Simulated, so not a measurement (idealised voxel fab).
Herein follows the process module entitled voxel released beams.
FYI the section here is cut, 270 nm wide, cells are 5 nm squares.
Bands, listed from the top down, are how a cross-section gets written in this document; the cross-section itself is a grid of square cells, and a band is one or more rows of them. Heights first: top, then bottom, in nm. Then materials, left to right, each with a width in nm. "all across" on a single material: fills the band edge to edge. "empty": empty space. It should be noted that heights are counted from 0, beneath which the wafer as supplied is of one material throughout, and that the lowest band possesses no lower boundary but continues downward, as written in "from 0 down". The expression "30..40" gives the width at the extremes of the band, the first number at its top row of cells and the second at its bottom row, with the width changing by equal amounts from each row to the next in between. Take "no change" at face value: in the step it is given for, the cross-section changed in none of its cells. Entry "Internal closed voids" = empty spaces >= 8 cells with no open way to the top; each as width x height at distance, distance from left edge, all nm. Step line, after settings: the simulator's comment on this step. The "overlay nm" setting may appear on a step's line; for a step that uses a mask, it gives how far to the right of its planned position the mask lay, and a negative value indicates the left.

Below is the list of planned process steps:
1. op RECEIVE | material Si
2. op CONFORMAL_DEP | material SiN | thk nm 10
3. op DIRECTIONAL_DEP | material SiO2 | thk nm 20
4. op MASKED_ETCH | tone open | mask id ANCHOR | width nm 30 | etch materials SiO2 | depth nm 20 | overlay nm 0
5. op CONFORMAL_DEP | material polySi | thk nm 10
6. op DIRECTIONAL_DEP | material aC | thk nm 10
7. op PATTERN | tone cover | mask id BEAM | material resist | width nm 90 | thk nm 25 | overlay nm 0
8. op DIRECTIONAL_ETCH | etch materials aC | depth nm 10
9. op STRIP | etch materials resist
10. op DIRECTIONAL_ETCH | etch materials polySi | depth nm 10
11. op STRIP | etch materials aC
12. op STRIP | etch materials SiO2

Cross-section of the wafer at receipt, which is the condition after step 1:
from 0 down: Si all across
Internal closed voids: none

Starting wafer: above. Plan: above. Run: one mistake. Cross-section after the module: below:
from 40 to 30: empty=85; polySi=45; empty=140
from 30 to 20: empty=80; polySi=10; SiO2=30; polySi=10; empty=140
from 20 to 10: empty=80; polySi=10; SiO2=30; polySi=55; empty=95
from 10 to 0: SiN all across
from 0 down: Si all across
Internal closed voids: none
In executing the process, a mistake was made relative to the plan: step 4 went in with a setting other than planned; the actual run was op MASKED_ETCH | tone cover | mask id ANCHOR | width nm 30 | etch materials SiO2 | depth nm 20 | overlay nm 0
